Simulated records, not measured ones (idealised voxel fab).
process module | voxel ribs on slabs
cross-section cut | 285 nm wide | cells 5 nm
A cross-section is a grid of square cells, given in bands from the top down. A band is one or more rows of cells.
Each band's line starts with the height of the band's top and of its bottom, in nm. Then come its materials from left to right, each with its width in nm. One material with "throughout" fills the band from edge to edge. "air" is empty space.
Height 0 is the level under which the wafer as received is all one material. The lowest band goes on downwards, as in "0 down".
A width such as "30 to 40" changes by the same amount from each row of cells to the next, from the band's top row to its bottom row.
"no change" after a step means that no cell of the cross-section changed.
closed voids: empty space of 8 cells or more with no open way to the top, each as width x height at its distance from the left edge, in nm
after a step's settings: what the simulator itself notes on the step
overlay nm, on a step with a mask: how far to the right of its planned place the mask lay; to the left if negative
plan
1 op RECEIVE | material Si
2 op DIRECTIONAL_DEP | material SiO2 | thk nm 25
3 op DIRECTIONAL_DEP | material SiN | thk nm 20
4 op DIRECTIONAL_DEP | material aC | thk nm 10
5 op PATTERN | tone cover | mask id RIB | material resist | width nm 25 | thk nm 25 | overlay nm 0
6 op DIRECTIONAL_ETCH | etch materials aC | depth nm 10
7 op STRIP | etch materials resist
8 op DIRECTIONAL_ETCH | etch materials SiN | depth nm 5
9 op STRIP | etch materials aC
10 op DIRECTIONAL_DEP | material aC | thk nm 10
11 op PATTERN | tone cover | mask id SLAB | material resist | width nm 55 | thk nm 30 | overlay nm 0
12 op DIRECTIONAL_ETCH | etch materials aC | depth nm 10
13 op STRIP | etch materials resist
14 op DIRECTIONAL_ETCH | etch materials SiN | depth nm 15
15 op STRIP | etch materials aC
16 op FILL_DEP | material SiO2 | thk nm 15
17 op CMP | height nm 55
18 op DIRECTIONAL_DEP | material W | thk nm 5
19 op PATTERN | tone cover | mask id HEATER | material resist | width nm 35 | thk nm 20 | overlay nm 0
20 op DIRECTIONAL_ETCH | etch materials W | depth nm 5
21 op STRIP | etch materials resist
22 op CONFORMAL_DEP | material SiO2 | thk nm 5
as received, after step 1
  0 down: Si throughout
  closed voids: none
a wafer at the end: this start, this plan, one mistake
  60 to 55: air 120 | SiO2 45 | air 120
  55 to 50: SiO2 125 | W 35 | SiO2 125
  50 to 45: SiO2 throughout
  45 to 40: SiO2 130 | SiN 25 | SiO2 130
  40 to 25: SiO2 115 | SiN 55 | SiO2 115
  25 to 0: SiO2 throughout
  0 down: Si throughout
  closed voids: none
what went wrong: step 17 ran as: op CMP | height nm 50
